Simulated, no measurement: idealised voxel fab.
Process module, titled voxel released beams
Square cells of 5 nm make up the cross-section cut, whose width is 180 nm.
The cross-sections in this document take the form of a grid made of square cells. They are written out as bands, in order from top to bottom. Each band consists of one or more rows of cells.
First you get the band's top height and its bottom height, in nm, and then the materials it's made of, left to right, with each width in nm. If you see a single material with "throughout", that one covers the band edge to edge. "empty" is empty space.
Convention: height 0 is the level below which the wafer, as received, is all one material. The lowest band does not terminate at the bottom but continues downward, represented as "0 nm and below".
With a width like "30 to 40", each row of cells in the band differs from the next by the same amount, the top row carrying the first number and the bottom row the second.
It should be understood that the words "no change", when stated for a given step, signify that the cross-section underwent no change in any of its cells during that step.
Empty spaces without an open route to the top, at least 8 cells in extent, make up the entry "Trapped voids"; each is given as width x height at distance, where the distance is measured from the left edge, and all are in nm.
Past the settings on a step's line: simulator remark, on that step.
"overlay nm" on a masked step: distance the mask lay right of its planned place, negative for left.
## So here's the lineup of process steps we planned
| 1 | RECEIVE | material Si |
| 2 | CONFORMAL_DEP | material SiN | thk nm 5 |
| 3 | DIRECTIONAL_DEP | material SiO2 | thk nm 15 |
| 4 | DIRECTIONAL_DEP | material aC | thk nm 15 |
| 5 | PATTERN | tone open | mask id ANCHOR | material resist | width nm 25 | thk nm 30 | overlay nm 0 |
| 6 | DIRECTIONAL_ETCH | etch materials aC | depth nm 15 |
| 7 | STRIP | etch materials resist |
| 8 | DIRECTIONAL_ETCH | etch materials SiO2 | depth nm 15 |
| 9 | STRIP | etch materials aC |
| 10 | CONFORMAL_DEP | material polySi | thk nm 10 |
| 11 | DIRECTIONAL_DEP | material aC | thk nm 15 |
| 12 | PATTERN | tone cover | mask id BEAM | material resist | width nm 110 | thk nm 30 | overlay nm 0 |
| 13 | DIRECTIONAL_ETCH | etch materials aC | depth nm 15 |
| 14 | STRIP | etch materials resist |
| 15 | DIRECTIONAL_ETCH | etch materials polySi | depth nm 10 |
| 16 | STRIP | etch materials aC |
| 17 | STRIP | etch materials SiO2 |
## Cross-section of the wafer as it came to us, i.e., already through step 1
  0 nm and below = Si throughout
  Trapped voids: none
## End-of-module cross-section. Starting structure and process plan as above; one mistake made in running it
  30 nm to 20 nm = empty (30), polySi (20), empty (5), polySi (85), empty (40)
  20 nm to 15 nm = empty (40), polySi (10), empty (5), polySi (10), empty (115)
  15 nm to 5 nm = empty (40), polySi (25), empty (115)
  5 nm to 0 nm = SiN throughout
  0 nm and below = Si throughout
  Trapped voids: none
Diagnosis: the process deviated at step 5: the operation and settings actually run there were PATTERN | tone open | mask id ANCHOR | material resist | width nm 25 | thk nm 30 | overlay nm 5
